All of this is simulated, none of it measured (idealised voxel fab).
This is a process module. Its name is voxel wiring stack.
Section shown: cut. Width: 205 nm. Cell size: 5 nm, square.
In what follows, cross-sections appear as grids of square cells, described through bands that run from the top down, where every band is one or more rows of cells.
Look at the band entry: it leads with the top's height and the bottom's height in nm. Then it lists the materials left to right, with a width in nm for each. The word "everywhere" on a single material says that material fills the band edge to edge. The word "blank" is empty space.
Note: height 0 marks the level under which the wafer is uniformly one material as received. Lowest band unbounded below, written "0 -> down".
Width: "30->40" (first number = top row, second number = bottom row, same change from row to row of cells).
A step reported as "no modifications" is a step in which no cell of the cross-section changed.
Look at "Enclosed cavities" for the closed voids: empty spaces with no open path to the top, sized 8 cells or up. Each is width x height at distance, distance from the left edge, all nm.
Step line, after settings: the simulator's comment on this step.
For masked steps, "overlay nm" on the step line gives how far right of plan the mask actually lay; a minus sign means it lay to the left.

The following list gives the planned process steps
1) RECEIVE, material Si
2) CONFORMAL_DEP, material SiO2, thk nm 10
3) DIRECTIONAL_DEP, material TiN, thk nm 5
4) DIRECTIONAL_DEP, material W, thk nm 25
5) DIRECTIONAL_DEP, material aC, thk nm 15
6) PATTERN, tone cover, mask id METAL_1, material resist, width nm 20, pitch nm 40, thk nm 35, overlay nm 0
7) DIRECTIONAL_ETCH, etch materials aC, depth nm 15
8) STRIP, etch materials resist
9) DIRECTIONAL_ETCH, etch materials W, depth nm 25
10) DIRECTIONAL_ETCH, etch materials TiN, depth nm 5
11) STRIP, etch materials aC
12) FILL_DEP, material SiO2, thk nm 5
13) CMP, height nm 40
14) CONFORMAL_DEP, material SiCN, thk nm 5
15) DIRECTIONAL_DEP, material SiO2, thk nm 30
16) MASKED_ETCH, tone open, mask id METAL_2_HOLES, width nm 15, pitch nm 40, etch materials SiO2, depth nm 30, overlay nm 0
17) MASKED_ETCH, tone open, mask id METAL_2, width nm 20, pitch nm 40, etch materials SiO2, depth nm 20, overlay nm 0
18) MASKED_ETCH, tone open, mask id METAL_2, width nm 20, pitch nm 40, etch materials SiCN, depth nm 5, overlay nm 0
19) CONFORMAL_DEP, material TiN, thk nm 5
20) FILL_DEP, material Ru, thk nm 5
21) CMP, height nm 75
22) CONFORMAL_DEP, material SiCN, thk nm 5
23) DIRECTIONAL_DEP, material SiO2, thk nm 20
24) MASKED_ETCH, tone open, mask id PLUG_2, width nm 15, pitch nm 80, etch materials SiO2, depth nm 20, overlay nm 0
25) MASKED_ETCH, tone open, mask id PLUG_2, width nm 15, pitch nm 80, etch materials SiCN, depth nm 5, overlay nm 0
26) CONFORMAL_DEP, material TiN, thk nm 5
27) FILL_DEP, material W, thk nm 10
28) CMP, height nm 100
29) CONFORMAL_DEP, material SiN, thk nm 5
30) DIRECTIONAL_DEP, material lowk, thk nm 20
31) MASKED_ETCH, tone open, mask id METAL_3, width nm 20, pitch nm 40, etch materials lowk, depth nm 20, overlay nm 0
32) MASKED_ETCH, tone open, mask id METAL_3, width nm 20, pitch nm 40, etch materials SiN, depth nm 5, overlay nm -15
33) CONFORMAL_DEP, material TiN, thk nm 5
34) FILL_DEP, material Cu, thk nm 5
35) CMP, height nm 125
36) CONFORMAL_DEP, material SiCN, thk nm 5
Be aware that, although all wafers share a common starting state, the overlay nm at step 32 differs among them, and the plan displays the first wafer's value.

Sectional view: first of several wafers, as received, after step 1
- 0 -> down = Si everywhere
- Enclosed cavities: none

Table: wafers, a row each; end-of-module cell change per material since receipt, gain (+), loss (-); then closed voids
overlay nm -15; +24 Cu; +36 Ru; +105 SiCN; +37 SiN; +530 SiO2; +146 TiN; +88 W; +100 lowk; Enclosed cavities: none
overlay nm -10; +24 Cu; +36 Ru; +105 SiCN; +33 SiN; +530 SiO2; +150 TiN; +88 W; +100 lowk; Enclosed cavities: none
overlay nm -5; +28 Cu; +36 Ru; +105 SiCN; +29 SiN; +530 SiO2; +150 TiN; +88 W; +100 lowk; Enclosed cavities: none
overlay nm 0; +32 Cu; +36 Ru; +105 SiCN; +25 SiN; +530 SiO2; +150 TiN; +88 W; +100 lowk; Enclosed cavities: none
overlay nm 5; +28 Cu; +36 Ru; +105 SiCN; +29 SiN; +530 SiO2; +150 TiN; +88 W; +100 lowk; Enclosed cavities: none
overlay nm 10; +24 Cu; +36 Ru; +105 SiCN; +33 SiN; +530 SiO2; +150 TiN; +88 W; +100 lowk; Enclosed cavities: none
overlay nm 15; +24 Cu; +36 Ru; +105 SiCN; +37 SiN; +530 SiO2; +146 TiN; +88 W; +100 lowk; Enclosed cavities: none
